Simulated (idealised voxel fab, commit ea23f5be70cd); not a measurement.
process module | voxel double patterning
cross-section cut | 290 nm wide | cells 5 nm
A cross-section is a grid of square cells, given in bands from the top down. A band is one or more rows of cells.
Each band's line starts with the height of the band's top and of its bottom, in nm. Then come its materials from left to right, each with its width in nm. One material with "throughout" fills the band from edge to edge. "air" is empty space.
Height 0 is the level under which the wafer as received is all one material. The lowest band goes on downwards, as in "0 down".
A width such as "30 to 40" changes by the same amount from each row of cells to the next, from the band's top row to its bottom row.
"no change" after a step means that no cell of the cross-section changed.
closed voids: empty space of 8 cells or more with no open way to the top, each as width x height at its distance from the left edge, in nm
after a step's settings: what the simulator itself notes on the step
overlay nm, on a step with a mask: how far to the right of its planned place the mask lay; to the left if negative
plan
1 op RECEIVE | material Si
2 op CONFORMAL_DEP | material SiO2 | thk nm 5
3 op DIRECTIONAL_DEP | material polySi | thk nm 10
4 op DIRECTIONAL_DEP | material SiCN | thk nm 5
5 op PATTERN | tone open | mask id FIRST | material resist | width nm 15 | pitch nm 50 | thk nm 20 | overlay nm 0
6 op DIRECTIONAL_ETCH | etch materials SiCN | depth nm 5
7 op STRIP | etch materials resist
8 op PATTERN | tone open | mask id SECOND | material resist | width nm 15 | thk nm 15 | overlay nm 0
9 op DIRECTIONAL_ETCH | etch materials SiCN | depth nm 5
10 op STRIP | etch materials resist
11 op DIRECTIONAL_ETCH | etch materials polySi | depth nm 10
12 op STRIP | etch materials SiCN
as received, after step 1
  0 down: Si throughout
  closed voids: none
a wafer at the end: this start, this plan, one mistake
  25 to 15: polySi 110 | air 15 | polySi 10 | air 15 | polySi 10 | air 15 | polySi 115
  15 to 0: SiO2 throughout
  0 down: Si throughout
  closed voids: none
what went wrong: step 2 ran as: op CONFORMAL_DEP | material SiO2 | thk nm 15
